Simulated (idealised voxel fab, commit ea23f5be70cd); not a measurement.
This section sets out a process module, namely voxel double patterning.
The width of the displayed cross-section, cut, is 200 nm; its cells are square, with a size of 5 nm.
We lay out every cross-section as a grid of square cells and spell it out in bands from the top down, where one band means one or more rows of cells.
Look at the band entry: it leads with the top's height and the bottom's height in nm. Then it lists the materials left to right, with a width in nm for each. The word "all across" on a single material says that material fills the band edge to edge. The word "air" is empty space.
Counting heights begins at 0, where everything beneath is, in the wafer as received, one material. The lowest band has no bottom; it goes on downwards, as "0 nm and below" shows.
The notation "30->40" denotes a width that varies across the rows of cells in the band, beginning at the first number in the top row, finishing at the second number in the bottom row, and changing by an identical amount from each row to the next.
Where the words "remained unchanged" appear for a step, the cross-section shows no cell changed by that step; every cell remained as before.
The list in "Trapped void list" covers empty spaces of 8 cells or more that cannot reach the top through any open way, and it gives each as width x height at distance; the distance is from the left edge, and width, height and distance are in nm.
Read whatever lies past the settings on a step's line as the simulator's own remark about the step.
overlay nm: mask right of planned place by this much (step with mask). Neg. = left.

## Here's what the planned process steps look like
- 1: RECEIVE: material Si
- 2: CONFORMAL_DEP: material SiO2, thk nm 10
- 3: DIRECTIONAL_DEP: material TiN, thk nm 20
- 4: DIRECTIONAL_DEP: material SiN, thk nm 5
- 5: MASKED_ETCH: tone open, mask id FIRST, width nm 15, pitch nm 50, etch materials SiN, depth nm 5, overlay nm 0
- 6: DIRECTIONAL_DEP: material aC, thk nm 15
- 7: PATTERN: tone open, mask id SECOND, material resist, width nm 15, thk nm 35, overlay nm 0
- 8: DIRECTIONAL_ETCH: etch materials aC, depth nm 15
- 9: STRIP: etch materials resist
- 10: DIRECTIONAL_ETCH: etch materials SiN, depth nm 5
- 11: STRIP: etch materials aC
- 12: DIRECTIONAL_ETCH: etch materials TiN, depth nm 20
- 13: STRIP: etch materials SiN

## Wafer at receipt (post step 1), cross-section
- 0 nm and below | Si all across
- Trapped void list: none

## The first of the two wafers as seen in cross-section once the module was finished; processing followed the plan
- 30 nm to 10 nm | TiN: 65, then air: 15, then TiN: 10, then air: 15, then TiN: 10, then air: 15, then TiN: 70
- 10 nm to 0 nm | SiO2 all across
- 0 nm and below | Si all across
- Trapped void list: none

## Cross-section, second wafer: same start as the first, same plan as the first, one mistake in running it; taken at the end of the module
- 20 nm to 0 nm | TiN: 65, then air: 15, then TiN: 10, then air: 15, then TiN: 10, then air: 15, then TiN: 70
- 0 nm and below | Si all across
- Trapped void list: none
Against the plan, the run slipped here: no execution of plan step 2; skipped
Bottom line after processing is that, in cells, the second wafer is up or down on some materials versus the first: 80 fewer of SiO2
